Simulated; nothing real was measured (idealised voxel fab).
Presented below is a process module, voxel self aligned vias.
Cross-section cut spans 250 nm and uses square cells 5 nm in size.
Heads up, the way a cross-section reads in here is a grid of square cells, handed over as bands from the top down, with every band being one or more rows of cells. Top height, bottom height, nm. Materials left to right, width each, nm. Single material + "full width" = fills band edge to edge. "empty" = empty. Basically, 0 is our baseline, since under it the wafer straight out of the box is all one material. The bottom band has no lower end and keeps on going down, so it looks like "z 0 and below". So if you see something like "30 to 40" for the width, read it as the top row of the band sitting at the first number and the bottom row at the second, with every row in between moving by the same amount as the last. It should be understood that the words "remained unchanged", when stated for a given step, signify that the cross-section underwent no change in any of its cells during that step. The entry titled "Unvented cavities" provides the empty spaces that have no open way to the top, restricted to those of 8 cells or more. Each is presented as width x height at distance, the distance being measured from the left edge, with all three in nm. Post-settings text on a step line: simulator's own remark regarding the step. You can add "overlay nm" to a step's line. For a step with a mask, it describes how far the mask lay to the right of its planned position, and a negative number describes a lay to the left.
[Process steps foreseen in the plan]
- 1: RECEIVE with material Si
- 2: CONFORMAL_DEP with material SiO2, thk nm 15
- 3: CONFORMAL_DEP with material SiCN, thk nm 5
- 4: DIRECTIONAL_DEP with material lowk, thk nm 25
- 5: PATTERN with tone open, mask id LINES, material resist, width nm 20, pitch nm 55, thk nm 20, overlay nm 0
- 6: DIRECTIONAL_ETCH with etch materials lowk, depth nm 25
- 7: STRIP with etch materials resist
- 8: CONFORMAL_DEP with material TiN, thk nm 5
- 9: FILL_DEP with material W, thk nm 5
- 10: CMP with height nm 45
- 11: SELECTIVE_ETCH with etch materials W Ru TiN, depth nm 5
- 12: FILL_DEP with material SiN, thk nm 10
- 13: CMP with height nm 45
- 14: DIRECTIONAL_DEP with material lowk, thk nm 20
- 15: DIRECTIONAL_DEP with material aC, thk nm 10
- 16: PATTERN with tone open, mask id VIAS, material resist, width nm 40, pitch nm 55, thk nm 25, overlay nm 0
- 17: DIRECTIONAL_ETCH with etch materials aC, depth nm 10
- 18: STRIP with etch materials resist
- 19: DIRECTIONAL_ETCH with etch materials lowk, depth nm 20
- 20: DIRECTIONAL_ETCH with etch materials SiN, depth nm 5
- 21: STRIP with etch materials aC
- 22: CONFORMAL_DEP with material TiN, thk nm 5
- 23: FILL_DEP with material Ru, thk nm 10
- 24: CMP with height nm 65
- 25: CONFORMAL_DEP with material SiCN, thk nm 5
Split variable: thk nm, step 25. Plan value = first wafer. Wafers start alike.
[Cut through the first of several wafers as received, post step 1]
* z 0 and below = Si full width
* Unvented cavities: none
[Take a look at the first of several wafers in cross-section: the module is done, and step 25 was its last step]
* z 70 to 65 = SiCN full width
* z 65 to 50 = 50 of lowk, 5 of TiN, 30 of Ru, 5 of TiN, 15 of lowk, 5 of TiN, 30 of Ru, 5 of TiN, 15 of lowk, 5 of TiN, 30 of Ru, 5 of TiN, 50 of lowk
* z 50 to 45 = 50 of lowk, 15 of TiN, 10 of Ru, 15 of TiN, 15 of lowk, 15 of TiN, 10 of Ru, 15 of TiN, 15 of lowk, 15 of TiN, 10 of Ru, 15 of TiN, 50 of lowk
* z 45 to 40 = 60 of lowk, 20 of TiN, 35 of lowk, 20 of TiN, 35 of lowk, 20 of TiN, 60 of lowk
* z 40 to 25 = 60 of lowk, 5 of TiN, 10 of W, 5 of TiN, 35 of lowk, 5 of TiN, 10 of W, 5 of TiN, 35 of lowk, 5 of TiN, 10 of W, 5 of TiN, 60 of lowk
* z 25 to 20 = 60 of lowk, 20 of TiN, 35 of lowk, 20 of TiN, 35 of lowk, 20 of TiN, 60 of lowk
* z 20 to 15 = SiCN full width
* z 15 to 0 = SiO2 full width
* z 0 and below = Si full width
* Unvented cavities: none
[Module end, final wafer: cross-section]
* z 85 to 65 = SiCN full width
* z 65 to 50 = 50 of lowk, 5 of TiN, 30 of Ru, 5 of TiN, 15 of lowk, 5 of TiN, 30 of Ru, 5 of TiN, 15 of lowk, 5 of TiN, 30 of Ru, 5 of TiN, 50 of lowk
* z 50 to 45 = 50 of lowk, 15 of TiN, 10 of Ru, 15 of TiN, 15 of lowk, 15 of TiN, 10 of Ru, 15 of TiN, 15 of lowk, 15 of TiN, 10 of Ru, 15 of TiN, 50 of lowk
* z 45 to 40 = 60 of lowk, 20 of TiN, 35 of lowk, 20 of TiN, 35 of lowk, 20 of TiN, 60 of lowk
* z 40 to 25 = 60 of lowk, 5 of TiN, 10 of W, 5 of TiN, 35 of lowk, 5 of TiN, 10 of W, 5 of TiN, 35 of lowk, 5 of TiN, 10 of W, 5 of TiN, 60 of lowk
* z 25 to 20 = 60 of lowk, 20 of TiN, 35 of lowk, 20 of TiN, 35 of lowk, 20 of TiN, 60 of lowk
* z 20 to 15 = SiCN full width
* z 15 to 0 = SiO2 full width
* z 0 and below = Si full width
* Unvented cavities: none
[The rows of the table below are wafers. Looking at the end of the module, a row counts, for every material, the cells the wafer has gained, shown as (+), or lost, shown as (-), since it was received; its closed voids come next]
thk nm 5 | +60 Ru | +100 SiCN | +150 SiO2 | +78 TiN | +18 W | +294 lowk | Unvented cavities: none
thk nm 10 | +60 Ru | +150 SiCN | +150 SiO2 | +78 TiN | +18 W | +294 lowk | Unvented cavities: none
thk nm 15 | +60 Ru | +200 SiCN | +150 SiO2 | +78 TiN | +18 W | +294 lowk | Unvented cavities: none
thk nm 20 | +60 Ru | +250 SiCN | +150 SiO2 | +78 TiN | +18 W | +294 lowk | Unvented cavities: none
